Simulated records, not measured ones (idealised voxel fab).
Herein follows the process module entitled voxel ribs on slabs.
Shown is cross-section cut, with a width of 265 nm and square cells of size 5 nm.
A cross-section in this document is a grid of square cells, and it is written down as bands, the top band listed before the ones below it; a band is made up of one or more rows of cells. Band: top height; bottom height; in nm. Then, left to right: material with width in nm, for each material. "everywhere": a single material spanning edge to edge. "blank": empty space. A quick word on heights: they are counted from 0, and under that level the wafer as it came to us is one material throughout. The lowest band is different from the rest in having no bottom; it simply continues downward, written as in "from 0 down". Width spec "30..40" -> top row of cells at first value, bottom row at second value, equal per-row change in between. Given "no change" for a step, no cell of the cross-section differs between before and after that step. The label "Unvented voids" introduces a list of the empty spaces, 8 cells or larger, that have no open way up to the top; each entry in it reads width x height at distance, where the distance is taken from the left edge and all three are stated in nm. Heads up: the bit after the settings on a step's line is the simulator's remark on that step. A step's line can hold "overlay nm"; with a mask on that step, the setting says how far right of the planned place the mask lay, while a negative setting says it lay to the left.
STEPS PLANNED FOR THE PROCESS
1. RECEIVE | material Si
2. DIRECTIONAL_DEP | material SiO2 | thk nm 30
3. DIRECTIONAL_DEP | material SiN | thk nm 20
4. PATTERN | tone cover | mask id RIB | material resist | width nm 25 | thk nm 15 | overlay nm 0
5. DIRECTIONAL_ETCH | etch materials SiN | depth nm 5
6. STRIP | etch materials resist
7. PATTERN | tone cover | mask id SLAB | material resist | width nm 85 | thk nm 15 | overlay nm 0
8. DIRECTIONAL_ETCH | etch materials SiN | depth nm 15
9. STRIP | etch materials resist
10. FILL_DEP | material SiO2 | thk nm 20
11. CMP | height nm 60
12. DIRECTIONAL_DEP | material W | thk nm 5
13. DIRECTIONAL_DEP | material aC | thk nm 15
14. PATTERN | tone cover | mask id HEATER | material resist | width nm 35 | thk nm 30 | overlay nm 0
15. DIRECTIONAL_ETCH | etch materials aC | depth nm 15
16. STRIP | etch materials resist
17. DIRECTIONAL_ETCH | etch materials W | depth nm 5
18. STRIP | etch materials aC
19. CONFORMAL_DEP | material SiN | thk nm 10
CROSS-SECTION OF THE INCOMING WAFER, STATE AFTER STEP 1
  from 0 down | Si everywhere
  Unvented voids: none
THE CROSS-SECTION SHOWN CORRESPONDS TO THE WAFER AT THE CONCLUSION OF THE MODULE. THE INITIAL STRUCTURE AND THE PROCESS PLAN ARE THOSE PRESENTED ABOVE; HOWEVER, ONE MISTAKE OCCURRED IN EXECUTING THE PLAN
  from 75 to 70 | blank 100 nm  SiN 55 nm  blank 110 nm
  from 70 to 65 | SiN everywhere
  from 65 to 60 | SiN 110 nm  W 35 nm  SiN 120 nm
  from 60 to 50 | SiO2 everywhere
  from 50 to 45 | SiO2 120 nm  SiN 25 nm  SiO2 120 nm
  from 45 to 30 | SiO2 90 nm  SiN 85 nm  SiO2 90 nm
  from 30 to 0 | SiO2 everywhere
  from 0 down | Si everywhere
  Unvented voids: none
What was done differently from what was planned? contrary to plan, step 14 was performed as PATTERN | tone cover | mask id HEATER | material resist | width nm 35 | thk nm 30 | overlay nm -5
